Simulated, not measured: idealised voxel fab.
Title: Process Module voxel self aligned vias
It is cross-section cut that appears here, measuring 220 nm in width, its square cells being 5 nm in size.
A cross-section is a grid of square cells, given in bands from the top down. A band is one or more rows of cells. Per band: top height and bottom height in nm, followed by the left-to-right materials and their widths in nm; "everywhere" marks a single material spanning edge to edge, "empty" marks empty space. Convention: height 0 is the level below which the wafer, as received, is all one material. The lowest band does not terminate at the bottom but continues downward, represented as "top 0, no bottom". Read "30 to 40" as a graded width: first number on top, second number at the bottom, same change between each pair of neighbouring rows. A step reported as "left unchanged" is a step in which no cell of the cross-section changed. In "Closed void inventory" the enclosed voids are listed, meaning empty spaces of 8 cells or larger without any opening to the top. The form is width x height at distance, distance from the left edge, units nm. Past the settings on a step's line: simulator remark, on that step. The setting "overlay nm" may be written on the line of a step. When the step uses a mask, the value reports how far to the right of the planned place the mask lay, and a negative value reports that it lay to the left.

Below is the list of planned process steps:
| 1 | RECEIVE [material Si] |
| 2 | CONFORMAL_DEP [material SiO2] [thk nm 15] |
| 3 | CONFORMAL_DEP [material SiCN] [thk nm 5] |
| 4 | DIRECTIONAL_DEP [material SiO2] [thk nm 25] |
| 5 | DIRECTIONAL_DEP [material aC] [thk nm 10] |
| 6 | PATTERN [tone open] [mask id LINES] [material resist] [width nm 30] [pitch nm 70] [thk nm 25] [overlay nm 0] |
| 7 | DIRECTIONAL_ETCH [etch materials aC] [depth nm 10] |
| 8 | STRIP [etch materials resist] |
| 9 | DIRECTIONAL_ETCH [etch materials SiO2] [depth nm 25] |
| 10 | STRIP [etch materials aC] |
| 11 | CONFORMAL_DEP [material TiN] [thk nm 5] |
| 12 | FILL_DEP [material Ru] [thk nm 10] |
| 13 | CMP [height nm 45] |
| 14 | SELECTIVE_ETCH [etch materials W Ru TiN] [depth nm 10] |
| 15 | FILL_DEP [material SiN] [thk nm 10] |
| 16 | CMP [height nm 45] |
| 17 | DIRECTIONAL_DEP [material SiO2] [thk nm 15] |
| 18 | MASKED_ETCH [tone open] [mask id VIAS] [width nm 50] [pitch nm 70] [etch materials SiO2] [depth nm 15] [overlay nm 0] |
| 19 | MASKED_ETCH [tone open] [mask id VIAS] [width nm 50] [pitch nm 70] [etch materials SiN] [depth nm 10] [overlay nm 0] |
| 20 | CONFORMAL_DEP [material TiN] [thk nm 5] |
| 21 | FILL_DEP [material Cu] [thk nm 5] |
| 22 | CMP [height nm 60] |
| 23 | CONFORMAL_DEP [material SiCN] [thk nm 5] |

First of two wafers - as planned:

As-received state of the wafer in cross-section, equivalent to post-step 1:
> top 0, no bottom  Si everywhere
> Closed void inventory: none

Cross-sectional representation of the wafer at the conclusion of step 2:
> top 15, bottom 0  SiO2 everywhere
> For the remainder of the cross-section, below 0, there is no change.

Cross-sectional representation of the wafer at the conclusion of step 3:
> top 20, bottom 15  SiCN everywhere
> For the remainder of the cross-section, below 15, there is no change.

Cross-sectional representation of the wafer at the conclusion of step 4:
> top 45, bottom 20  SiO2 everywhere
> For the remainder of the cross-section, below 20, there is no change.

Cross-sectional representation of the wafer at the conclusion of step 5:
> top 55, bottom 45  aC everywhere
> For the remainder of the cross-section, below 45, there is no change.

Cross-sectional representation of the wafer at the conclusion of step 6:
> top 80, bottom 55  resist: 60, empty: 30, resist: 40, empty: 30, resist: 60
> For the remainder of the cross-section, below 55, there is no change.

Cross-sectional representation of the wafer at the conclusion of step 7:
> top 70, bottom 55  resist: 60, empty: 30, resist: 40, empty: 30, resist: 60
> top 55, bottom 45  aC: 60, empty: 30, aC: 40, empty: 30, aC: 60
> For the remainder of the cross-section, below 45, there is no change.

Cross-sectional representation of the wafer at the conclusion of step 8:
> top 55, bottom 45  aC: 60, empty: 30, aC: 40, empty: 30, aC: 60
> For the remainder of the cross-section, below 45, there is no change.

Cross-sectional representation of the wafer at the conclusion of step 9:
> top 55, bottom 45  aC: 60, empty: 30, aC: 40, empty: 30, aC: 60
> top 45, bottom 20  SiO2: 60, empty: 30, SiO2: 40, empty: 30, SiO2: 60
> For the remainder of the cross-section, below 20, there is no change.

Cross-sectional representation of the wafer at the conclusion of step 10:
> top 45, bottom 20  SiO2: 60, empty: 30, SiO2: 40, empty: 30, SiO2: 60
> For the remainder of the cross-section, below 20, there is no change.

Cross-sectional representation of the wafer at the conclusion of step 11:
> top 50, bottom 45  TiN: 65, empty: 20, TiN: 50, empty: 20, TiN: 65
> top 45, bottom 25  SiO2: 60, TiN: 5, empty: 20, TiN: 5, SiO2: 40, TiN: 5, empty: 20, TiN: 5, SiO2: 60
> top 25, bottom 20  SiO2: 60, TiN: 30, SiO2: 40, TiN: 30, SiO2: 60
> For the remainder of the cross-section, below 20, there is no change.

Cross-sectional representation of the wafer at the conclusion of step 12:
> top 60, bottom 50  Ru everywhere
> top 50, bottom 45  TiN: 65, Ru: 20, TiN: 50, Ru: 20, TiN: 65
> top 45, bottom 25  SiO2: 60, TiN: 5, Ru: 20, TiN: 5, SiO2: 40, TiN: 5, Ru: 20, TiN: 5, SiO2: 60
> For the remainder of the cross-section, below 25, there is no change.

Cross-sectional representation of the wafer at the conclusion of step 13:
> top 45, bottom 25  SiO2: 60, TiN: 5, Ru: 20, TiN: 5, SiO2: 40, TiN: 5, Ru: 20, TiN: 5, SiO2: 60
> For the remainder of the cross-section, below 25, there is no change.

Cross-sectional representation of the wafer at the conclusion of step 14:
> top 45, bottom 35  SiO2: 60, empty: 30, SiO2: 40, empty: 30, SiO2: 60
> For the remainder of the cross-section, below 35, there is no change.

Cross-sectional representation of the wafer at the conclusion of step 15:
> top 55, bottom 45  SiN everywhere
> top 45, bottom 35  SiO2: 60, SiN: 30, SiO2: 40, SiN: 30, SiO2: 60
> For the remainder of the cross-section, below 35, there is no change.

Cross-sectional representation of the wafer at the conclusion of step 16:
> top 45, bottom 35  SiO2: 60, SiN: 30, SiO2: 40, SiN: 30, SiO2: 60
> For the remainder of the cross-section, below 35, there is no change.

Cross-sectional representation of the wafer at the conclusion of step 17:
> top 60, bottom 45  SiO2 everywhere
> For the remainder of the cross-section, below 45, there is no change.

Cross-sectional representation of the wafer at the conclusion of step 18:
> top 60, bottom 45  SiO2: 50, empty: 50, SiO2: 20, empty: 50, SiO2: 50
> For the remainder of the cross-section, below 45, there is no change.

Cross-sectional representation of the wafer at the conclusion of step 19:
> top 60, bottom 45  SiO2: 50, empty: 50, SiO2: 20, empty: 50, SiO2: 50
> top 45, bottom 35  SiO2: 60, empty: 30, SiO2: 40, empty: 30, SiO2: 60
> For the remainder of the cross-section, below 35, there is no change.

Cross-sectional representation of the wafer at the conclusion of step 20:
> top 65, bottom 60  TiN: 55, empty: 40, TiN: 30, empty: 40, TiN: 55
> top 60, bottom 50  SiO2: 50, TiN: 5, empty: 40, TiN: 5, SiO2: 20, TiN: 5, empty: 40, TiN: 5, SiO2: 50
> top 50, bottom 40  SiO2: 50 to 60, TiN: 15 to 5, empty: 20, TiN: 15 to 5, SiO2: 20 to 40, TiN: 15 to 5, empty: 20, TiN: 15 to 5, SiO2: 50 to 60
> top 40, bottom 35  SiO2: 60, TiN: 30, SiO2: 40, TiN: 30, SiO2: 60
> For the remainder of the cross-section, below 35, there is no change.

Cross-sectional representation of the wafer at the conclusion of step 21:
> top 70, bottom 65  Cu everywhere
> top 65, bottom 60  TiN: 55, Cu: 40, TiN: 30, Cu: 40, TiN: 55
> top 60, bottom 50  SiO2: 50, TiN: 5, Cu: 40, TiN: 5, SiO2: 20, TiN: 5, Cu: 40, TiN: 5, SiO2: 50
> top 50, bottom 40  SiO2: 50 to 60, TiN: 15 to 5, Cu: 20, TiN: 15 to 5, SiO2: 20 to 40, TiN: 15 to 5, Cu: 20, TiN: 15 to 5, SiO2: 50 to 60
> For the remainder of the cross-section, below 40, there is no change.

Cross-sectional representation of the wafer at the conclusion of step 22:
> top 60, bottom 50  SiO2: 50, TiN: 5, Cu: 40, TiN: 5, SiO2: 20, TiN: 5, Cu: 40, TiN: 5, SiO2: 50
> For the remainder of the cross-section, below 50, there is no change.

Cross-sectional representation of the wafer at the conclusion of step 23:
> top 65, bottom 60  SiCN everywhere
> For the remainder of the cross-section, below 60, there is no change.

Regarding the second of the two wafers: it shared the first wafer's starting condition and process plan, yet one error occurred during its execution. Its history coincides with that of the first wafer up to and including step 1:

Cross-section of the second wafer at the time by which step 2 should have been completed according to the plan:
> top 30, bottom 0  SiO2 everywhere
> For the remainder of the cross-section, below 0, there is no change.

Cross-section of the second wafer at the time by which step 3 should have been completed according to the plan:
> top 35, bottom 30  SiCN everywhere
> For the remainder of the cross-section, below 30, there is no change.

Cross-section of the second wafer at the time by which step 4 should have been completed according to the plan:
> top 60, bottom 35  SiO2 everywhere
> For the remainder of the cross-section, below 35, there is no change.

Cross-section of the second wafer at the time by which step 5 should have been completed according to the plan:
> top 70, bottom 60  aC everywhere
> For the remainder of the cross-section, below 60, there is no change.

Cross-section of the second wafer at the time by which step 6 should have been completed according to the plan:
> top 95, bottom 70  resist: 60, empty: 30, resist: 40, empty: 30, resist: 60
> For the remainder of the cross-section, below 70, there is no change.

Cross-section of the second wafer at the time by which step 7 should have been completed according to the plan:
> top 85, bottom 70  resist: 60, empty: 30, resist: 40, empty: 30, resist: 60
> top 70, bottom 60  aC: 60, empty: 30, aC: 40, empty: 30, aC: 60
> For the remainder of the cross-section, below 60, there is no change.

Cross-section of the second wafer at the time by which step 8 should have been completed according to the plan:
> top 70, bottom 60  aC: 60, empty: 30, aC: 40, empty: 30, aC: 60
> For the remainder of the cross-section, below 60, there is no change.

Cross-section of the second wafer at the time by which step 9 should have been completed according to the plan:
> top 70, bottom 60  aC: 60, empty: 30, aC: 40, empty: 30, aC: 60
> top 60, bottom 35  SiO2: 60, empty: 30, SiO2: 40, empty: 30, SiO2: 60
> For the remainder of the cross-section, below 35, there is no change.

Cross-section of the second wafer at the time by which step 10 should have been completed according to the plan:
> top 60, bottom 35  SiO2: 60, empty: 30, SiO2: 40, empty: 30, SiO2: 60
> For the remainder of the cross-section, below 35, there is no change.

Cross-section of the second wafer at the time by which step 11 should have been completed according to the plan:
> top 65, bottom 60  TiN: 65, empty: 20, TiN: 50, empty: 20, TiN: 65
> top 60, bottom 40  SiO2: 60, TiN: 5, empty: 20, TiN: 5, SiO2: 40, TiN: 5, empty: 20, TiN: 5, SiO2: 60
> top 40, bottom 35  SiO2: 60, TiN: 30, SiO2: 40, TiN: 30, SiO2: 60
> For the remainder of the cross-section, below 35, there is no change.

Cross-section of the second wafer at the time by which step 12 should have been completed according to the plan:
> top 75, bottom 65  Ru everywhere
> top 65, bottom 60  TiN: 65, Ru: 20, TiN: 50, Ru: 20, TiN: 65
> top 60, bottom 40  SiO2: 60, TiN: 5, Ru: 20, TiN: 5, SiO2: 40, TiN: 5, Ru: 20, TiN: 5, SiO2: 60
> For the remainder of the cross-section, below 40, there is no change.

Cross-section of the second wafer at the time by which step 13 should have been completed according to the plan:
> top 45, bottom 40  SiO2: 60, TiN: 5, Ru: 20, TiN: 5, SiO2: 40, TiN: 5, Ru: 20, TiN: 5, SiO2: 60
> For the remainder of the cross-section, below 40, there is no change.

Cross-section of the second wafer at the time by which step 14 should have been completed according to the plan:
> top 45, bottom 35  SiO2: 60, empty: 30, SiO2: 40, empty: 30, SiO2: 60
> For the remainder of the cross-section, below 35, there is no change.

Cross-section of the second wafer at the time by which step 15 should have been completed according to the plan:
> top 55, bottom 45  SiN everywhere
> top 45, bottom 35  SiO2: 60, SiN: 30, SiO2: 40, SiN: 30, SiO2: 60
> For the remainder of the cross-section, below 35, there is no change.

Cross-section of the second wafer at the time by which step 16 should have been completed according to the plan:
> top 45, bottom 35  SiO2: 60, SiN: 30, SiO2: 40, SiN: 30, SiO2: 60
> For the remainder of the cross-section, below 35, there is no change.

Cross-section of the second wafer at the time by which step 17 should have been completed according to the plan:
> top 60, bottom 45  SiO2 everywhere
> For the remainder of the cross-section, below 45, there is no change.

Cross-section of the second wafer at the time by which step 18 should have been completed according to the plan:
> top 60, bottom 45  SiO2: 50, empty: 50, SiO2: 20, empty: 50, SiO2: 50
> For the remainder of the cross-section, below 45, there is no change.

Cross-section of the second wafer at the time by which step 19 should have been completed according to the plan:
> top 60, bottom 45  SiO2: 50, empty: 50, SiO2: 20, empty: 50, SiO2: 50
> top 45, bottom 35  SiO2: 60, empty: 30, SiO2: 40, empty: 30, SiO2: 60
> For the remainder of the cross-section, below 35, there is no change.

Cross-section of the second wafer at the time by which step 20 should have been completed according to the plan:
> top 65, bottom 60  TiN: 55, empty: 40, TiN: 30, empty: 40, TiN: 55
> top 60, bottom 50  SiO2: 50, TiN: 5, empty: 40, TiN: 5, SiO2: 20, TiN: 5, empty: 40, TiN: 5, SiO2: 50
> top 50, bottom 40  SiO2: 50 to 60, TiN: 15 to 5, empty: 20, TiN: 15 to 5, SiO2: 20 to 40, TiN: 15 to 5, empty: 20, TiN: 15 to 5, SiO2: 50 to 60
> top 40, bottom 35  SiO2: 60, TiN: 30, SiO2: 40, TiN: 30, SiO2: 60
> For the remainder of the cross-section, below 35, there is no change.

Cross-section of the second wafer at the time by which step 21 should have been completed according to the plan:
> top 70, bottom 65  Cu everywhere
> top 65, bottom 60  TiN: 55, Cu: 40, TiN: 30, Cu: 40, TiN: 55
> top 60, bottom 50  SiO2: 50, TiN: 5, Cu: 40, TiN: 5, SiO2: 20, TiN: 5, Cu: 40, TiN: 5, SiO2: 50
> top 50, bottom 40  SiO2: 50 to 60, TiN: 15 to 5, Cu: 20, TiN: 15 to 5, SiO2: 20 to 40, TiN: 15 to 5, Cu: 20, TiN: 15 to 5, SiO2: 50 to 60
> For the remainder of the cross-section, below 40, there is no change.

Cross-section of the second wafer at the time by which step 22 should have been completed according to the plan:
> top 60, bottom 50  SiO2: 50, TiN: 5, Cu: 40, TiN: 5, SiO2: 20, TiN: 5, Cu: 40, TiN: 5, SiO2: 50
> For the remainder of the cross-section, below 50, there is no change.

Cross-section of the second wafer at the time by which step 23 should have been completed according to the plan:
> top 65, bottom 60  SiCN everywhere
> For the remainder of the cross-section, below 60, there is no change.
What went wrong in running the wafer? execution of plan step 2 occurred twice
Wafer comparison, final, in cells, second relative to first, materials more or fewer: 16 fewer of Ru | 36 more of SiO2 | 20 fewer of TiN
